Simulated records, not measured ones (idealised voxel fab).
Herein follows the process module entitled voxel local oxidation.
In the cross-section labelled cut, the width is 300 nm and each square cell is 5 nm.
Each cross-section below is a grid of square cells, stated as bands in top-down order, with one or more rows of cells making up each band.
Basically the band line says how high the top is and how high the bottom is, in nm, and then what's in it from left to right, every material with its width in nm. Empty space shows up as "air", and if a single material carries "all across" it runs the full band edge to edge.
For the purposes of this specification, 0 denotes the height below which the wafer in its as-received condition is composed wholly of one material, and the lowermost band, lacking a lower limit, extends downward without end, as expressed in "from 0 down".
With a width like "30 to 40", each row of cells in the band differs from the next by the same amount, the top row carrying the first number and the bottom row the second.
No cell of the cross-section changed in a step that is given as "all unchanged".
Basically, "Catalogued sealed voids" tells you about the enclosed voids: empty spaces with no open way to the top, 8 cells or bigger, each written width x height at distance, where distance is from the left edge, all in nm.
On each step's line, the part that comes after the settings is the simulator's own comment on the step.
For masked steps, "overlay nm" on the step line gives how far right of plan the mask actually lay; a minus sign means it lay to the left.

Here's what the planned process steps look like
step 1: op RECEIVE | material Si
step 2: op OXIDIZE | depth nm 5
step 3: op CONFORMAL_DEP | material SiN | thk nm 10
step 4: op MASKED_ETCH | tone cover | mask id ACTIVE | width nm 130 | etch materials SiN | depth nm 10 | overlay nm 0
step 5: op SELECTIVE_ETCH | etch materials SiO2 | depth nm 5
step 6: op OXIDIZE | depth nm 10
step 7: op STRIP | etch materials SiN

Delivered wafer in cross-section: state after step 1
  from 0 down  Si all across
  Catalogued sealed voids: none

Wafer cross-section at module end: first of two, run to plan
  from 0 to -5  90 of air, 120 of SiO2, 90 of air
  from -5 to -15  100 of SiO2, 100 of Si, 100 of SiO2
  from -15 down  Si all across
  Catalogued sealed voids: none

second wafer at the end: like start, like plan, one mistake
  from 0 to -5  85 of air, 130 of SiO2, 85 of air
  from -5 to -15  95 of SiO2, 110 of Si, 95 of SiO2
  from -15 down  Si all across
  Catalogued sealed voids: none
Finding, execution versus plan: for step 4, the planned setting was not used; the step was instead run as op MASKED_ETCH | tone cover | mask id ACTIVE | width nm 140 | etch materials SiN | depth nm 10 | overlay nm 0
End of process, cell counts, second wafer against first, materials with more or fewer: Si +4, SiO2 -2
